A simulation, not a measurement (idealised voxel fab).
A process module follows: voxel transistor to metal.
cross-section cut | 285 nm wide | cells 5 nm
Bands, listed from the top down, are how a cross-section gets written in this document; the cross-section itself is a grid of square cells, and a band is one or more rows of them. Band: top height; bottom height; in nm. Then, left to right: material with width in nm, for each material. "full width": a single material spanning edge to edge. "empty": empty space. The reference from which all heights are counted is 0, the level beneath which the as-received wafer is entirely one material; the lowest band, having no lower bound, proceeds downward and is written after the example "0 and below". Per-row width for "30 to 40": begins at first number (top row of band), ends at second number (bottom row), increment between rows held constant. For the purposes of this document, the phrase "no modifications" attached to a step denotes that no cell within the cross-section was modified by that step. "Enclosed cavities" means: voids of 8 cells or more that are shut off from the top with no open way through. Written width x height at distance, distance from the left edge, in nm. The remark found on a step's line after its settings is issued by the simulator itself and pertains to that step. Each step line may optionally specify "overlay nm", which for a step with a mask gives the rightward distance between the mask's planned place and where it lay, a negative value indicating the leftward direction.
Plan:
| 1 | RECEIVE,material Si |
| 2 | OXIDIZE,depth nm 5 |
| 3 | CONFORMAL_DEP,material SiN,thk nm 10 |
| 4 | MASKED_ETCH,tone cover,mask id ACTIVE,width nm 110,pitch nm 140,etch materials SiN,depth nm 10,overlay nm 0 |
| 5 | MASKED_ETCH,tone cover,mask id ACTIVE,width nm 110,pitch nm 140,etch materials SiO2,depth nm 5,overlay nm 0 |
| 6 | MASKED_ETCH,tone cover,mask id ACTIVE,width nm 110,pitch nm 140,etch materials Si,depth nm 35,overlay nm 0 |
| 7 | OXIDIZE,depth nm 5 |
| 8 | FILL_DEP,material SiO2,thk nm 5 |
| 9 | CMP,height nm 10 |
| 10 | SELECTIVE_ETCH,etch materials SiO2,depth nm 10 |
| 11 | STRIP,etch materials SiN |
| 12 | SELECTIVE_ETCH,etch materials SiO2,depth nm 5 |
| 13 | OXIDIZE,depth nm 5 |
| 14 | DIRECTIONAL_DEP,material polySi,thk nm 30 |
| 15 | DIRECTIONAL_DEP,material SiCN,thk nm 15 |
| 16 | DIRECTIONAL_DEP,material aC,thk nm 15 |
| 17 | PATTERN,tone cover,mask id GATE,material resist,width nm 20,pitch nm 140,thk nm 30,overlay nm 0 |
| 18 | DIRECTIONAL_ETCH,etch materials aC,depth nm 15 |
| 19 | STRIP,etch materials resist |
| 20 | DIRECTIONAL_ETCH,etch materials SiCN,depth nm 25 |
| 21 | DIRECTIONAL_ETCH,etch materials polySi,depth nm 40 |
| 22 | STRIP,etch materials aC |
| 23 | CONFORMAL_DEP,material SiO2,thk nm 5 |
| 24 | DIRECTIONAL_ETCH,etch materials SiO2,depth nm 5 |
| 25 | CONFORMAL_DEP,material SiN,thk nm 5 |
| 26 | DIRECTIONAL_ETCH,etch materials SiN,depth nm 5 |
| 27 | DIRECTIONAL_ETCH,etch materials SiO2,depth nm 5 |
| 28 | EPI,material pSi,thk nm 5 |
| 29 | FILL_DEP,material SiO2,thk nm 10 |
| 30 | CMP,height nm 40 |
| 31 | DIRECTIONAL_DEP,material SiO2,thk nm 15 |
| 32 | PATTERN,tone open,mask id CONTACT,material resist,width nm 20,pitch nm 70,thk nm 20,overlay nm 0 |
| 33 | DIRECTIONAL_ETCH,etch materials SiO2,depth nm 60 |
| 34 | STRIP,etch materials resist |
| 35 | CONFORMAL_DEP,material TiN,thk nm 5 |
| 36 | FILL_DEP,material W,thk nm 5 |
| 37 | CMP,height nm 55 |
| 38 | CONFORMAL_DEP,material SiCN,thk nm 5 |
| 39 | DIRECTIONAL_DEP,material SiO2,thk nm 20 |
| 40 | PATTERN,tone open,mask id METAL_1,material resist,width nm 20,pitch nm 70,thk nm 15,overlay nm 0 |
| 41 | DIRECTIONAL_ETCH,etch materials SiO2,depth nm 20 |
| 42 | DIRECTIONAL_ETCH,etch materials SiCN,depth nm 5 |
| 43 | STRIP,etch materials resist |
| 44 | CONFORMAL_DEP,material TiN,thk nm 5 |
| 45 | FILL_DEP,material Cu,thk nm 10 |
| 46 | CMP,height nm 80 |
| 47 | CONFORMAL_DEP,material SiN,thk nm 5 |
The cross-section here shows the wafer as received, i.e. in its state after step 1:
- 0 and below  Si full width
- Enclosed cavities: none
Cross-section: first of two wafers, module finished, run according to plan:
- 85 down to 80  SiN full width
- 80 down to 60  SiO2=25, then TiN=5, then Cu=10, then TiN=5, then SiO2=50, then TiN=5, then Cu=10, then TiN=5, then SiO2=50, then TiN=5, then Cu=10, then TiN=5, then SiO2=50, then TiN=5, then Cu=10, then TiN=5, then SiO2=30
- 60 down to 55  SiCN=25, then TiN=20, then SiCN=50, then TiN=20, then SiCN=50, then TiN=20, then SiCN=50, then TiN=20, then SiCN=30
- 55 down to 40  SiO2=25, then TiN=5, then W=10, then TiN=5, then SiO2=50, then TiN=5, then W=10, then TiN=5, then SiO2=50, then TiN=5, then W=10, then TiN=5, then SiO2=50, then TiN=5, then W=10, then TiN=5, then SiO2=30
- 40 down to 25  SiO2=25, then TiN=5, then W=10, then TiN=5, then SiO2=5, then SiN=5, then SiO2=5, then SiCN=20, then SiO2=5, then SiN=5, then SiO2=5, then TiN=5, then W=10, then TiN=5, then SiO2=50, then TiN=5, then W=10, then TiN=5, then SiO2=5, then SiN=5, then SiO2=5, then SiCN=20, then SiO2=5, then SiN=5, then SiO2=5, then TiN=5, then W=10, then TiN=5, then SiO2=30
- 25 down to 0  SiO2=25, then TiN=5, then W=10, then TiN=5, then SiO2=5, then SiN=5, then SiO2=5, then polySi=20, then SiO2=5, then SiN=5, then SiO2=5, then TiN=5, then W=10, then TiN=5, then SiO2=50, then TiN=5, then W=10, then TiN=5, then SiO2=5, then SiN=5, then SiO2=5, then polySi=20, then SiO2=5, then SiN=5, then SiO2=5, then TiN=5, then W=10, then TiN=5, then SiO2=30
- 0 down to -5  SiO2=25, then TiN=20, then SiO2=5, then SiN=5, then SiO2=5, then polySi=20, then SiO2=5, then SiN=5, then SiO2=5, then TiN=20, then SiO2=50, then TiN=20, then SiO2=5, then SiN=5, then SiO2=5, then polySi=20, then SiO2=5, then SiN=5, then SiO2=5, then TiN=20, then SiO2=30
- -5 down to -10  SiO2=15, then pSi=35, then SiO2=40, then pSi=35, then SiO2=30, then pSi=35, then SiO2=40, then pSi=35, then SiO2=20
- -10 down to -45  SiO2=20, then Si=100, then SiO2=40, then Si=100, then SiO2=25
- -45 and below  Si full width
- Enclosed cavities: none
Second of two wafers, module complete, sectioned: it shares the first wafer's start and plan but was run with one mistake:
- 85 down to 80  SiN full width
- 80 down to 75  SiCN=25, then TiN=20, then SiCN=50, then TiN=20, then SiCN=50, then TiN=20, then SiCN=50, then TiN=20, then SiCN=30
- 75 down to 55  SiO2 full width
- 55 down to 40  SiO2=25, then TiN=5, then W=10, then TiN=5, then SiO2=50, then TiN=5, then W=10, then TiN=5, then SiO2=50, then TiN=5, then W=10, then TiN=5, then SiO2=50, then TiN=5, then W=10, then TiN=5, then SiO2=30
- 40 down to 25  SiO2=25, then TiN=5, then W=10, then TiN=5, then SiO2=5, then SiN=5, then SiO2=5, then SiCN=20, then SiO2=5, then SiN=5, then SiO2=5, then TiN=5, then W=10, then TiN=5, then SiO2=50, then TiN=5, then W=10, then TiN=5, then SiO2=5, then SiN=5, then SiO2=5, then SiCN=20, then SiO2=5, then SiN=5, then SiO2=5, then TiN=5, then W=10, then TiN=5, then SiO2=30
- 25 down to 0  SiO2=25, then TiN=5, then W=10, then TiN=5, then SiO2=5, then SiN=5, then SiO2=5, then polySi=20, then SiO2=5, then SiN=5, then SiO2=5, then TiN=5, then W=10, then TiN=5, then SiO2=50, then TiN=5, then W=10, then TiN=5, then SiO2=5, then SiN=5, then SiO2=5, then polySi=20, then SiO2=5, then SiN=5, then SiO2=5, then TiN=5, then W=10, then TiN=5, then SiO2=30
- 0 down to -5  SiO2=25, then TiN=20, then SiO2=5, then SiN=5, then SiO2=5, then polySi=20, then SiO2=5, then SiN=5, then SiO2=5, then TiN=20, then SiO2=50, then TiN=20, then SiO2=5, then SiN=5, then SiO2=5, then polySi=20, then SiO2=5, then SiN=5, then SiO2=5, then TiN=20, then SiO2=30
- -5 down to -10  SiO2=15, then pSi=35, then SiO2=40, then pSi=35, then SiO2=30, then pSi=35, then SiO2=40, then pSi=35, then SiO2=20
- -10 down to -45  SiO2=20, then Si=100, then SiO2=40, then Si=100, then SiO2=25
- -45 and below  Si full width
- Enclosed cavities: none
Run error: steps 38 and 39 run out of order (swapped)
The second wafer ends with more or fewer cells of some materials than the first, per final count: 32 fewer of Cu, 64 more of SiO2, 32 fewer of TiN
